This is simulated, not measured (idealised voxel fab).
Title: Process Module voxel gate over fins
For reference, the cross-section in this document is cut, with width 230 nm and square cells of 5 nm.
For the purposes of this document, a cross-section shall be understood as a grid of square cells, specified as bands listed in top-to-bottom order, each band consisting of one or more rows of cells. Per band: top height and bottom height in nm, followed by the left-to-right materials and their widths in nm; "everywhere" marks a single material spanning edge to edge, "air" marks empty space. It should be noted that heights are counted from 0, beneath which the wafer as supplied is of one material throughout, and that the lowest band possesses no lower boundary but continues downward, as written in "z 0 and below". Read "30->40" as a graded width: first number on top, second number at the bottom, same change between each pair of neighbouring rows. "remained unchanged" after a step means that no cell of the cross-section changed. So "Fully enclosed voids" is basically the list of trapped voids: any empty space of 8 cells or more that can't reach the top through an opening. They're written width x height at distance, the distance being from the left edge, and it's all nm. Formally, on a step line, whatever follows the settings is a remark that the simulator itself makes on the step. overlay nm: for a step with a mask, the amount by which the mask lay right of where it was planned; a negative amount means left of it.

## plan
1) RECEIVE with material Si
2) CONFORMAL_DEP with material SiN, thk nm 5
3) PATTERN with tone cover, mask id FINS, material resist, width nm 15, pitch nm 50, thk nm 20, overlay nm -15
4) DIRECTIONAL_ETCH with etch materials SiN, depth nm 5
5) DIRECTIONAL_ETCH with etch materials Si, depth nm 40
6) STRIP with etch materials resist
7) OXIDIZE with depth nm 5
8) FILL_DEP with material SiO2, thk nm 10
9) CMP with height nm 5
10) DIRECTIONAL_DEP with material aC, thk nm 10
11) PATTERN with tone open, mask id RAIL, material resist, width nm 15, thk nm 25, overlay nm 0
12) DIRECTIONAL_ETCH with etch materials aC, depth nm 10
13) STRIP with etch materials resist
14) DIRECTIONAL_ETCH with etch materials SiO2, depth nm 40
15) STRIP with etch materials aC
16) CONFORMAL_DEP with material TiN, thk nm 5
17) FILL_DEP with material W, thk nm 10
18) CMP with height nm 5
19) SELECTIVE_ETCH with etch materials W Ru TiN, depth nm 25
20) FILL_DEP with material SiO2, thk nm 5
21) CMP with height nm 5
22) SELECTIVE_ETCH with etch materials SiO2, depth nm 20
23) STRIP with etch materials SiN
24) CONFORMAL_DEP with material HfO2, thk nm 5
25) CONFORMAL_DEP with material TiN, thk nm 5
26) CONFORMAL_DEP with material TiAl, thk nm 5
27) CONFORMAL_DEP with material TiN, thk nm 5
28) FILL_DEP with material W, thk nm 15
29) CMP with height nm 30
30) CONFORMAL_DEP with material SiN, thk nm 5
Heads up: all these wafers start the same, and what changes between them is the overlay nm in step 3. The value you see in the plan is just what the first wafer got.

## After step 1, as received: first of several wafers, cross-section
* z 0 and below  Si everywhere
* Fully enclosed voids: none

## The following table contains a row per wafer, in which are reported, at the conclusion of the module, the cells of each material gained (+) or lost (-) since the wafer's receipt, with its closed voids given thereafter
overlay nm -15 | +58 HfO2 | -396 Si | +46 SiN | +258 SiO2 | +58 TiAl | +122 TiN | +176 W | Fully enclosed voids: none
overlay nm -10 | +58 HfO2 | -396 Si | +46 SiN | +255 SiO2 | +58 TiAl | +123 TiN | +178 W | Fully enclosed voids: none
overlay nm -5 | +58 HfO2 | -396 Si | +46 SiN | +255 SiO2 | +58 TiAl | +123 TiN | +178 W | Fully enclosed voids: none
overlay nm 0 | +58 HfO2 | -396 Si | +46 SiN | +255 SiO2 | +58 TiAl | +123 TiN | +178 W | Fully enclosed voids: none
overlay nm 5 | +58 HfO2 | -396 Si | +46 SiN | +255 SiO2 | +58 TiAl | +123 TiN | +178 W | Fully enclosed voids: none
overlay nm 10 | +58 HfO2 | -396 Si | +46 SiN | +255 SiO2 | +58 TiAl | +123 TiN | +178 W | Fully enclosed voids: none
overlay nm 15 | +58 HfO2 | -396 Si | +46 SiN | +258 SiO2 | +58 TiAl | +122 TiN | +176 W | Fully enclosed voids: none
